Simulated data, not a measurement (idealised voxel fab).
Herein follows the process module entitled voxel self aligned vias.
Cross-section cut spans 240 nm and uses square cells 5 nm in size.
Just so we're on the same page, the cross-sections are grids of square cells, and they're listed out in bands top to bottom, each band one or more rows deep. Band entry format. Leading values: height of top, height of bottom, nm. Remainder: materials in left-to-right order, each with its width in nm. Special words: "throughout" on a single material, which then fills the band edge to edge; "air", empty space. It should be noted that heights are counted from 0, beneath which the wafer as supplied is of one material throughout, and that the lowest band possesses no lower boundary but continues downward, as written in "0 nm and below". The two numbers in a width such as "30..40" mark its ends across the band: the first belongs to the top row of cells, the second to the bottom row, and from each row to the next the width moves by the same amount. "nothing altered" (step): cross-section cells unchanged, all of them. If an empty space has no open way to the top and is at least 8 cells in size, "Sealed cavities" lists it, written width x height at distance, where distance is measured from the left edge and every value is in nm. Post-settings text on a step line: simulator's own remark regarding the step. "overlay nm", when on a step's line for a step with a mask, measures how far to the right of its planned place the mask lay; a negative measure means to the left.

### plan
1: RECEIVE with material Si
2: CONFORMAL_DEP with material SiO2, thk nm 15
3: CONFORMAL_DEP with material SiCN, thk nm 5
4: DIRECTIONAL_DEP with material lowk, thk nm 25
5: MASKED_ETCH with tone open, mask id LINES, width nm 30, pitch nm 65, etch materials lowk, depth nm 25, overlay nm 0
6: CONFORMAL_DEP with material TiN, thk nm 5
7: FILL_DEP with material W, thk nm 10
8: CMP with height nm 45
9: SELECTIVE_ETCH with etch materials W Ru TiN, depth nm 10
10: FILL_DEP with material SiN, thk nm 5
11: CMP with height nm 45
12: DIRECTIONAL_DEP with material lowk, thk nm 20
13: PATTERN with tone open, mask id VIAS, material resist, width nm 40, pitch nm 65, thk nm 15, overlay nm 0
14: DIRECTIONAL_ETCH with etch materials lowk, depth nm 10
15: DIRECTIONAL_ETCH with etch materials SiN, depth nm 10
16: STRIP with etch materials resist
17: CONFORMAL_DEP with material TiN, thk nm 5
18: FILL_DEP with material Cu, thk nm 5
19: CMP with height nm 65
20: CONFORMAL_DEP with material SiCN, thk nm 5
Variable across wafers: step 14 depth nm (plan value is that of the first wafer; starting state common to all).

### Cross-section of the first of several wafers on receipt, reflecting completion of step 1
> 0 nm and below | Si throughout
> Sealed cavities: none

### End-of-module cross-section, first of several wafers, after last step 20
> 70 nm to 65 nm | SiCN throughout
> 65 nm to 60 nm | lowk (35)  TiN (5)  Cu (30)  TiN (5)  lowk (25)  TiN (5)  Cu (30)  TiN (5)  lowk (25)  TiN (5)  Cu (30)  TiN (5)  lowk (35)
> 60 nm to 55 nm | lowk (35)  TiN (40)  lowk (25)  TiN (40)  lowk (25)  TiN (40)  lowk (35)
> 55 nm to 45 nm | lowk throughout
> 45 nm to 35 nm | lowk (40)  SiN (30)  lowk (35)  SiN (30)  lowk (35)  SiN (30)  lowk (40)
> 35 nm to 25 nm | lowk (40)  TiN (5)  W (20)  TiN (5)  lowk (35)  TiN (5)  W (20)  TiN (5)  lowk (35)  TiN (5)  W (20)  TiN (5)  lowk (40)
> 25 nm to 20 nm | lowk (40)  TiN (30)  lowk (35)  TiN (30)  lowk (35)  TiN (30)  lowk (40)
> 20 nm to 15 nm | SiCN throughout
> 15 nm to 0 nm | SiO2 throughout
> 0 nm and below | Si throughout
> Sealed cavities: none

### Final wafer cross-section at module end
> 70 nm to 65 nm | SiCN throughout
> 65 nm to 40 nm | lowk (35)  TiN (5)  Cu (30)  TiN (5)  lowk (25)  TiN (5)  Cu (30)  TiN (5)  lowk (25)  TiN (5)  Cu (30)  TiN (5)  lowk (35)
> 40 nm to 35 nm | lowk (35)  TiN (40)  lowk (25)  TiN (40)  lowk (25)  TiN (40)  lowk (35)
> 35 nm to 25 nm | lowk (35..40)  TiN (10..5)  W (20)  TiN (10..5)  lowk (25..35)  TiN (10..5)  W (20)  TiN (10..5)  lowk (25..35)  TiN (10..5)  W (20)  TiN (10..5)  lowk (35..40)
> 25 nm to 20 nm | lowk (40)  TiN (30)  lowk (35)  TiN (30)  lowk (35)  TiN (30)  lowk (40)
> 20 nm to 15 nm | SiCN throughout
> 15 nm to 0 nm | SiO2 throughout
> 0 nm and below | Si throughout
> Sealed cavities: none

### Note: the following table is arranged by wafer, a row apiece. Each row reports the end-of-module state: per material, cells gained (+) or cells lost (-) compared with the wafer as received; closed voids follow
depth nm 10; +18 Cu; +96 SiCN; +36 SiN; +144 SiO2; +60 TiN; +24 W; +294 lowk; Sealed cavities: none
depth nm 15; +36 Cu; +96 SiCN; +36 SiN; +144 SiO2; +66 TiN; +24 W; +270 lowk; Sealed cavities: none
depth nm 20; +78 Cu; +96 SiCN; +144 SiO2; +84 TiN; +24 W; +246 lowk; Sealed cavities: none
depth nm 25; +84 Cu; +96 SiCN; +144 SiO2; +84 TiN; +24 W; +240 lowk; Sealed cavities: none
depth nm 30; +90 Cu; +96 SiCN; +144 SiO2; +84 TiN; +24 W; +234 lowk; Sealed cavities: none
depth nm 35; +90 Cu; +96 SiCN; +144 SiO2; +90 TiN; +24 W; +228 lowk; Sealed cavities: none
